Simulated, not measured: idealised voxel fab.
This is a process module. Its name is voxel ribs on slabs.
It is cross-section cut that appears here, measuring 240 nm in width, its square cells being 5 nm in size.
Throughout this document, each cross-section is represented as a grid of square cells and is presented as a sequence of bands enumerated from the top downward, where a band comprises one or more rows of cells. What a band's entry tells you: where the top is and where the bottom is, as heights in nm, and after that what lies inside, material by material from left to right, each with its width in nm. Empty space is written as the word "blank", and a single material marked with the word "all across" occupies the band from edge to edge. A quick word on heights: they are counted from 0, and under that level the wafer as it came to us is one material throughout. The lowest band is different from the rest in having no bottom; it simply continues downward, written as in "0 nm and below". A two-number width, for instance "30 to 40", indicates that the width is equal to the first number in the top row of the band and to the second number in the bottom row, and that it changes by a constant amount per row of cells. "remained unchanged" after a step means that no cell of the cross-section changed. Entry "Enclosed empty spaces". Content: empty spaces with no open connection to the top, size 8 cells or greater. Each: width x height at distance. Distance: from left edge. Unit: nm. If you see something after the settings on a step's line, that's the simulator's own remark about that step. Regarding "overlay nm": on a step with a mask, it is the distance the mask lay to the right of its planned place; a negative value places it to the left.
The steps planned for the process are as follows:
| 1 | RECEIVE with material Si |
| 2 | DIRECTIONAL_DEP with material SiO2, thk nm 30 |
| 3 | DIRECTIONAL_DEP with material SiN, thk nm 25 |
| 4 | MASKED_ETCH with tone cover, mask id RIB, width nm 30, etch materials SiN, depth nm 20, overlay nm -15 |
| 5 | PATTERN with tone cover, mask id SLAB, material resist, width nm 80, thk nm 20, overlay nm 0 |
| 6 | DIRECTIONAL_ETCH with etch materials SiN, depth nm 5 |
| 7 | STRIP with etch materials resist |
| 8 | FILL_DEP with material SiO2, thk nm 20 |
| 9 | CMP with height nm 65 |
| 10 | DIRECTIONAL_DEP with material TiN, thk nm 5 |
| 11 | MASKED_ETCH with tone cover, mask id HEATER, width nm 40, etch materials TiN, depth nm 5, overlay nm 0 |
| 12 | CONFORMAL_DEP with material SiO2, thk nm 10 |
varied across the wafers: overlay nm of step 4. The plan shows the first wafer's value. All wafers start alike
Cut through the first of several wafers as received, post step 1:
    0 nm and below | Si all across
    Enclosed empty spaces: none
Per wafer, end of module: cells gained (+) or lost (-) per material since receipt, then closed voids:
overlay nm -15; +40 SiN; +684 SiO2; +8 TiN; Enclosed empty spaces: none
overlay nm -10; +40 SiN; +684 SiO2; +8 TiN; Enclosed empty spaces: none
overlay nm -5; +40 SiN; +684 SiO2; +8 TiN; Enclosed empty spaces: none
overlay nm 0; +40 SiN; +684 SiO2; +8 TiN; Enclosed empty spaces: none
overlay nm 5; +40 SiN; +684 SiO2; +8 TiN; Enclosed empty spaces: none
overlay nm 10; +40 SiN; +684 SiO2; +8 TiN; Enclosed empty spaces: none
overlay nm 15; +40 SiN; +684 SiO2; +8 TiN; Enclosed empty spaces: none
